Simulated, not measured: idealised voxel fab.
Process module name: voxel self aligned contacts
cross-section cut | 280 nm wide | cells 5 nm
The cross-sections in this document take the form of a grid made of square cells. They are written out as bands, in order from top to bottom. Each band consists of one or more rows of cells. Quick guide to a band line: top height, bottom height (nm) up front; then every material left to right with its width in nm. Only one material and it's marked "all across"? Then it fills the band edge to edge. And "air" just means empty space. Height datum 0, below which the as-received substrate wafer is one material. Lowest band open at the bottom, running downward: "0..down". Note: "30->40" means the width goes from the first number (top row of the band) to the second number (bottom row) in equal steps per row of cells. "left unchanged", as given for a step, is the statement that not any cell of the cross-section underwent a change during that step. Reported under the label "Enclosed void inventory" are the empty spaces having no open way to the top and comprising 8 cells or more; the notation for each is width x height at distance, in which the distance is measured from the left edge and all three values are in nm. Text after the settings on a step's line: the simulator's own remark on that step. overlay nm, on a step with a mask: how far to the right of its planned place the mask lay; to the left if negative.

### Below is the list of planned process steps
step 1: RECEIVE (material Si)
step 2: CONFORMAL_DEP (material SiO2; thk nm 5)
step 3: DIRECTIONAL_DEP (material polySi; thk nm 30)
step 4: DIRECTIONAL_DEP (material SiN; thk nm 20)
step 5: MASKED_ETCH (tone cover; mask id GATE; width nm 25; pitch nm 50; etch materials SiN; depth nm 20; overlay nm 0)
step 6: MASKED_ETCH (tone cover; mask id GATE; width nm 25; pitch nm 50; etch materials polySi; depth nm 30; overlay nm 0)
step 7: CONFORMAL_DEP (material SiN; thk nm 5)
step 8: DIRECTIONAL_ETCH (etch materials SiN; depth nm 5)
step 9: FILL_DEP (material SiO2; thk nm 20)
step 10: CMP (height nm 65)
step 11: PATTERN (tone open; mask id CONTACT; material resist; width nm 35; pitch nm 50; thk nm 15; overlay nm 0)
step 12: DIRECTIONAL_ETCH (etch materials SiO2; depth nm 65)
step 13: STRIP (etch materials resist)
step 14: CONFORMAL_DEP (material TiN; thk nm 5)
step 15: FILL_DEP (material W; thk nm 10)
step 16: CMP (height nm 65)
step 17: CONFORMAL_DEP (material SiCN; thk nm 5)

### What follows covers the first of two wafers; it ran as planned

### Wafer as received: cross-section following step 1
0..down: Si all across
Enclosed void inventory: none

### Step 2 done - wafer cross-section
5..0: SiO2 all across
Whatever lies below 0 is exactly as it was before.

### Step 3 done - wafer cross-section
35..5: polySi all across
Whatever lies below 5 is exactly as it was before.

### Step 4 done - wafer cross-section
55..35: SiN all across
Whatever lies below 35 is exactly as it was before.

### Step 5 done - wafer cross-section
55..35: air 75 | SiN 25 | air 25 | SiN 25 | air 25 | SiN 25 | air 80
Whatever lies below 35 is exactly as it was before.

### Step 6 done - wafer cross-section
55..35: air 75 | SiN 25 | air 25 | SiN 25 | air 25 | SiN 25 | air 80
35..5: air 75 | polySi 25 | air 25 | polySi 25 | air 25 | polySi 25 | air 80
Whatever lies below 5 is exactly as it was before.

### Step 7 done - wafer cross-section
60..35: air 70 | SiN 35 | air 15 | SiN 35 | air 15 | SiN 35 | air 75
35..10: air 70 | SiN 5 | polySi 25 | SiN 5 | air 15 | SiN 5 | polySi 25 | SiN 5 | air 15 | SiN 5 | polySi 25 | SiN 5 | air 75
10..5: SiN 75 | polySi 25 | SiN 25 | polySi 25 | SiN 25 | polySi 25 | SiN 80
Whatever lies below 5 is exactly as it was before.

### Step 8 done - wafer cross-section
55..35: air 70 | SiN 35 | air 15 | SiN 35 | air 15 | SiN 35 | air 75
35..5: air 70 | SiN 5 | polySi 25 | SiN 5 | air 15 | SiN 5 | polySi 25 | SiN 5 | air 15 | SiN 5 | polySi 25 | SiN 5 | air 75
Whatever lies below 5 is exactly as it was before.

### Step 9 done - wafer cross-section
75..55: SiO2 all across
55..35: SiO2 70 | SiN 35 | SiO2 15 | SiN 35 | SiO2 15 | SiN 35 | SiO2 75
35..5: SiO2 70 | SiN 5 | polySi 25 | SiN 5 | SiO2 15 | SiN 5 | polySi 25 | SiN 5 | SiO2 15 | SiN 5 | polySi 25 | SiN 5 | SiO2 75
Whatever lies below 5 is exactly as it was before.

### Step 10 done - wafer cross-section
65..55: SiO2 all across
Whatever lies below 55 is exactly as it was before.

### Step 11 done - wafer cross-section
80..65: resist 95 | air 35 | resist 15 | air 35 | resist 100
Whatever lies below 65 is exactly as it was before.

### Step 12 done - wafer cross-section
80..65: resist 95 | air 35 | resist 15 | air 35 | resist 100
65..55: SiO2 95 | air 35 | SiO2 15 | air 35 | SiO2 100
55..35: SiO2 70 | SiN 35 | air 15 | SiN 35 | air 15 | SiN 35 | SiO2 75
35..5: SiO2 70 | SiN 5 | polySi 25 | SiN 5 | air 15 | SiN 5 | polySi 25 | SiN 5 | air 15 | SiN 5 | polySi 25 | SiN 5 | SiO2 75
5..0: SiO2 105 | air 15 | SiO2 35 | air 15 | SiO2 110
Whatever lies below 0 is exactly as it was before.

### Step 13 done - wafer cross-section
65..55: SiO2 95 | air 35 | SiO2 15 | air 35 | SiO2 100
Whatever lies below 55 is exactly as it was before.

### Step 14 done - wafer cross-section
70..65: TiN 100 | air 25 | TiN 25 | air 25 | TiN 105
65..55: SiO2 95 | TiN 5->15 | air 25->5 | TiN 5->15 | SiO2 15 | TiN 5->15 | air 25->5 | TiN 5->15 | SiO2 100
55..35: SiO2 70 | SiN 35 | TiN 5 | air 5 | TiN 5 | SiN 35 | TiN 5 | air 5 | TiN 5 | SiN 35 | SiO2 75
35..5: SiO2 70 | SiN 5 | polySi 25 | SiN 5 | TiN 5 | air 5 | TiN 5 | SiN 5 | polySi 25 | SiN 5 | TiN 5 | air 5 | TiN 5 | SiN 5 | polySi 25 | SiN 5 | SiO2 75
5..0: SiO2 105 | TiN 15 | SiO2 35 | TiN 15 | SiO2 110
Whatever lies below 0 is exactly as it was before.

### Step 15 done - wafer cross-section
80..70: W all across
70..65: TiN 100 | W 25 | TiN 25 | W 25 | TiN 105
65..55: SiO2 95 | TiN 5->15 | W 25->5 | TiN 5->15 | SiO2 15 | TiN 5->15 | W 25->5 | TiN 5->15 | SiO2 100
55..35: SiO2 70 | SiN 35 | TiN 5 | W 5 | TiN 5 | SiN 35 | TiN 5 | W 5 | TiN 5 | SiN 35 | SiO2 75
35..5: SiO2 70 | SiN 5 | polySi 25 | SiN 5 | TiN 5 | W 5 | TiN 5 | SiN 5 | polySi 25 | SiN 5 | TiN 5 | W 5 | TiN 5 | SiN 5 | polySi 25 | SiN 5 | SiO2 75
Whatever lies below 5 is exactly as it was before.

### Step 16 done - wafer cross-section
65..55: SiO2 95 | TiN 5->15 | W 25->5 | TiN 5->15 | SiO2 15 | TiN 5->15 | W 25->5 | TiN 5->15 | SiO2 100
Whatever lies below 55 is exactly as it was before.

### Step 17 done - wafer cross-section
70..65: SiCN all across
Whatever lies below 65 is exactly as it was before.

### Second Wafer (Identical Start and Plan, One Processing Error; Matches First Wafer Through Step 5)

### Second wafer: cross-section at the scheduled end of step 6
55..35: air 75 | SiN 25 | air 25 | SiN 25 | air 25 | SiN 25 | air 80
35..5: air 75 | polySi 35 | air 15 | polySi 35 | air 15 | polySi 35 | air 70
Whatever lies below 5 is exactly as it was before.

### Second wafer: cross-section at the scheduled end of step 7
60..40: air 70 | SiN 35 | air 15 | SiN 35 | air 15 | SiN 35 | air 75
40..35: air 70 | SiN 45 | air 5 | SiN 45 | air 5 | SiN 45 | air 65
35..10: air 70 | SiN 5 | polySi 35 | SiN 5 | air 5 | SiN 5 | polySi 35 | SiN 5 | air 5 | SiN 5 | polySi 35 | SiN 5 | air 65
10..5: SiN 75 | polySi 35 | SiN 15 | polySi 35 | SiN 15 | polySi 35 | SiN 70
Whatever lies below 5 is exactly as it was before.

### Second wafer: cross-section at the scheduled end of step 8
55..35: air 70 | SiN 35 | air 15 | SiN 35 | air 15 | SiN 35 | air 75
35..5: air 70 | SiN 5 | polySi 35 | SiN 5 | air 5 | SiN 5 | polySi 35 | SiN 5 | air 5 | SiN 5 | polySi 35 | SiN 5 | air 65
Whatever lies below 5 is exactly as it was before.

### Second wafer: cross-section at the scheduled end of step 9
75..55: SiO2 all across
55..35: SiO2 70 | SiN 35 | SiO2 15 | SiN 35 | SiO2 15 | SiN 35 | SiO2 75
35..5: SiO2 70 | SiN 5 | polySi 35 | SiN 5 | SiO2 5 | SiN 5 | polySi 35 | SiN 5 | SiO2 5 | SiN 5 | polySi 35 | SiN 5 | SiO2 65
Whatever lies below 5 is exactly as it was before.

### Second wafer: cross-section at the scheduled end of step 10
65..55: SiO2 all across
Whatever lies below 55 is exactly as it was before.

### Second wafer: cross-section at the scheduled end of step 11
80..65: resist 95 | air 35 | resist 15 | air 35 | resist 100
Whatever lies below 65 is exactly as it was before.

### Second wafer: cross-section at the scheduled end of step 12
80..65: resist 95 | air 35 | resist 15 | air 35 | resist 100
65..55: SiO2 95 | air 35 | SiO2 15 | air 35 | SiO2 100
55..35: SiO2 70 | SiN 35 | air 15 | SiN 35 | air 15 | SiN 35 | SiO2 75
35..5: SiO2 70 | SiN 5 | polySi 35 | SiN 5 | air 5 | SiN 5 | polySi 35 | SiN 5 | air 5 | SiN 5 | polySi 35 | SiN 5 | SiO2 65
5..0: SiO2 115 | air 5 | SiO2 45 | air 5 | SiO2 110
Whatever lies below 0 is exactly as it was before.

### Second wafer: cross-section at the scheduled end of step 13
65..55: SiO2 95 | air 35 | SiO2 15 | air 35 | SiO2 100
Whatever lies below 55 is exactly as it was before.

### Second wafer: cross-section at the scheduled end of step 14
70..65: TiN 100 | air 25 | TiN 25 | air 25 | TiN 105
65..55: SiO2 95 | TiN 5->15 | air 25->5 | TiN 5->15 | SiO2 15 | TiN 5->15 | air 25->5 | TiN 5->15 | SiO2 100
55..40: SiO2 70 | SiN 35 | TiN 5 | air 5 | TiN 5 | SiN 35 | TiN 5 | air 5 | TiN 5 | SiN 35 | SiO2 75
40..35: SiO2 70 | SiN 35 | TiN 15 | SiN 35 | TiN 15 | SiN 35 | SiO2 75
35..5: SiO2 70 | SiN 5 | polySi 35 | SiN 5 | TiN 5 | SiN 5 | polySi 35 | SiN 5 | TiN 5 | SiN 5 | polySi 35 | SiN 5 | SiO2 65
5..0: SiO2 115 | TiN 5 | SiO2 45 | TiN 5 | SiO2 110
Whatever lies below 0 is exactly as it was before.

### Second wafer: cross-section at the scheduled end of step 15
80..70: W all across
70..65: TiN 100 | W 25 | TiN 25 | W 25 | TiN 105
65..55: SiO2 95 | TiN 5->15 | W 25->5 | TiN 5->15 | SiO2 15 | TiN 5->15 | W 25->5 | TiN 5->15 | SiO2 100
55..40: SiO2 70 | SiN 35 | TiN 5 | W 5 | TiN 5 | SiN 35 | TiN 5 | W 5 | TiN 5 | SiN 35 | SiO2 75
Whatever lies below 40 is exactly as it was before.

### Second wafer: cross-section at the scheduled end of step 16
65..55: SiO2 95 | TiN 5->15 | W 25->5 | TiN 5->15 | SiO2 15 | TiN 5->15 | W 25->5 | TiN 5->15 | SiO2 100
Whatever lies below 55 is exactly as it was before.

### Second wafer: cross-section at the scheduled end of step 17
70..65: SiCN all across
Whatever lies below 65 is exactly as it was before.
Here's what went sideways: in deviation from the planned setting, step 6 was conducted as MASKED_ETCH (tone cover; mask id GATE; width nm 25; pitch nm 50; etch materials polySi; depth nm 30; overlay nm 10)
Counted in cells at the end, the second wafer holds more or fewer of these materials than the first: SiO2 -8; TiN -14; W -14; polySi +36
